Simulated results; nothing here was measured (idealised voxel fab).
Presented below is a process module, voxel wiring stack.
Section cut is 165 nm wide and gridded with 5 nm square cells.
This document writes a cross-section as a grid whose cells are square, and gives it as bands, listed from the top down; one or more rows of cells form a band.
The entry gives the band's vertical extent as a top height and a bottom height in nm, then its horizontal make-up as materials from left to right, each with a width in nm. "blank" stands for empty space; a single material marked "throughout" fills the band edge to edge.
For the purposes of this specification, 0 denotes the height below which the wafer in its as-received condition is composed wholly of one material, and the lowermost band, lacking a lower limit, extends downward without end, as expressed in "0..down".
A width given as "30 to 40" starts at the first number in the band's top row and ends at the second number in its bottom row, shifting by an equal amount at every step from row to row.
For the purposes of this document, the phrase "everything unchanged" attached to a step denotes that no cell within the cross-section was modified by that step.
Heads up: "Closed-off voids" only lists the empty pockets with no open path to the top that are 8 cells or more, and it writes them as width x height at distance, distance from the left edge, in nm.
Where a step's line continues beyond its settings, the continuation is a remark by the simulator itself on that step.
overlay nm: on a step with a mask, how far right of its planned place the mask lay; negative means left.
Planned process steps:
1 RECEIVE with material Si
2 CONFORMAL_DEP with material SiO2, thk nm 10
3 CONFORMAL_DEP with material SiCN, thk nm 5
4 DIRECTIONAL_DEP with material lowk, thk nm 20
5 MASKED_ETCH with tone open, mask id METAL_1, width nm 20, pitch nm 35, etch materials lowk, depth nm 20, overlay nm 0
6 MASKED_ETCH with tone open, mask id METAL_1, width nm 20, pitch nm 35, etch materials SiCN, depth nm 5, overlay nm 0
7 CONFORMAL_DEP with material TiN, thk nm 5
8 FILL_DEP with material Ru, thk nm 10
9 CMP with height nm 35
10 CONFORMAL_DEP with material SiCN, thk nm 5
11 DIRECTIONAL_DEP with material SiO2, thk nm 25
12 MASKED_ETCH with tone open, mask id METAL_2, width nm 20, pitch nm 35, etch materials SiO2, depth nm 20, overlay nm 0
13 MASKED_ETCH with tone open, mask id METAL_2_HOLES, width nm 15, pitch nm 70, etch materials SiO2, depth nm 15, overlay nm 0
14 MASKED_ETCH with tone open, mask id METAL_2_HOLES, width nm 15, pitch nm 70, etch materials SiCN, depth nm 5, overlay nm 0
15 CONFORMAL_DEP with material TiN, thk nm 5
16 FILL_DEP with material Cu, thk nm 5
17 CMP with height nm 75
18 CONFORMAL_DEP with material SiCN, thk nm 5
Be aware that, although all wafers share a common starting state, the thk nm at step 11 differs among them, and the plan displays the first wafer's value.
Step 1 complete: as-received cross-section of the first of several wafers:
	0..down | Si throughout
	Closed-off voids: none
Cross-section of the first of several wafers once the module has run through its last step, step 18:
	80..75 | SiCN throughout
	75..70 | Cu throughout
	70..65 | 40 nm TiN; 10 nm Cu; 25 nm TiN; 10 nm Cu; 25 nm TiN; 10 nm Cu; 45 nm TiN
	65..50 | 35 nm SiO2; 5 nm TiN; 10 nm Cu; 5 nm TiN; 15 nm SiO2; 5 nm TiN; 10 nm Cu; 5 nm TiN; 15 nm SiO2; 5 nm TiN; 10 nm Cu; 5 nm TiN; 40 nm SiO2
	50..45 | 35 nm SiO2; 5 nm TiN; 5 nm Cu; 10 nm TiN; 15 nm SiO2; 20 nm TiN; 15 nm SiO2; 5 nm TiN; 5 nm Cu; 10 nm TiN; 40 nm SiO2
	45..40 | 35 nm SiO2; 5 nm TiN; 5 nm Cu; 5 nm TiN; 55 nm SiO2; 5 nm TiN; 5 nm Cu; 5 nm TiN; 45 nm SiO2
	40..35 | 35 nm SiCN; 15 nm TiN; 55 nm SiCN; 15 nm TiN; 45 nm SiCN
	35..15 | 35 nm lowk; 5 nm TiN; 10 nm Ru; 5 nm TiN; 15 nm lowk; 5 nm TiN; 10 nm Ru; 5 nm TiN; 15 nm lowk; 5 nm TiN; 10 nm Ru; 5 nm TiN; 40 nm lowk
	15..10 | 35 nm SiCN; 20 nm TiN; 15 nm SiCN; 20 nm TiN; 15 nm SiCN; 20 nm TiN; 40 nm SiCN
	10..0 | SiO2 throughout
	0..down | Si throughout
	Closed-off voids: none
So this is the cross-section on the last wafer at the end of the module:
	80..75 | SiCN throughout
	75..70 | 35 nm SiO2; 5 nm TiN; 5 nm Cu; 10 nm TiN; 15 nm SiO2; 20 nm TiN; 15 nm SiO2; 5 nm TiN; 5 nm Cu; 10 nm TiN; 40 nm SiO2
	70..60 | 35 nm SiO2; 5 nm TiN; 5 nm Cu; 5 nm TiN; 55 nm SiO2; 5 nm TiN; 5 nm Cu; 5 nm TiN; 45 nm SiO2
	60..55 | 35 nm SiO2; 15 nm TiN; 55 nm SiO2; 15 nm TiN; 45 nm SiO2
	55..40 | SiO2 throughout
	40..35 | SiCN throughout
	35..15 | 35 nm lowk; 5 nm TiN; 10 nm Ru; 5 nm TiN; 15 nm lowk; 5 nm TiN; 10 nm Ru; 5 nm TiN; 15 nm lowk; 5 nm TiN; 10 nm Ru; 5 nm TiN; 40 nm lowk
	15..10 | 35 nm SiCN; 20 nm TiN; 15 nm SiCN; 20 nm TiN; 15 nm SiCN; 20 nm TiN; 40 nm SiCN
	10..0 | SiO2 throughout
	0..down | Si throughout
	Closed-off voids: none
Basically each wafer gets a line in the table, showing it at the end of the module: material by material, the cells it gained (+) or lost (-) since we got it, then its closed voids:
thk nm 25 | +61 Cu | +24 Ru | +81 SiCN | +177 SiO2 | +101 TiN | +84 lowk | Closed-off voids: none
thk nm 30 | +30 Cu | +24 Ru | +81 SiCN | +204 SiO2 | +105 TiN | +84 lowk | Closed-off voids: none
thk nm 35 | +26 Cu | +24 Ru | +81 SiCN | +231 SiO2 | +82 TiN | +84 lowk | Closed-off voids: none
thk nm 40 | +18 Cu | +24 Ru | +87 SiCN | +243 SiO2 | +72 TiN | +84 lowk | Closed-off voids: none
thk nm 45 | +12 Cu | +24 Ru | +87 SiCN | +255 SiO2 | +66 TiN | +84 lowk | Closed-off voids: none
thk nm 50 | +6 Cu | +24 Ru | +87 SiCN | +267 SiO2 | +60 TiN | +84 lowk | Closed-off voids: none
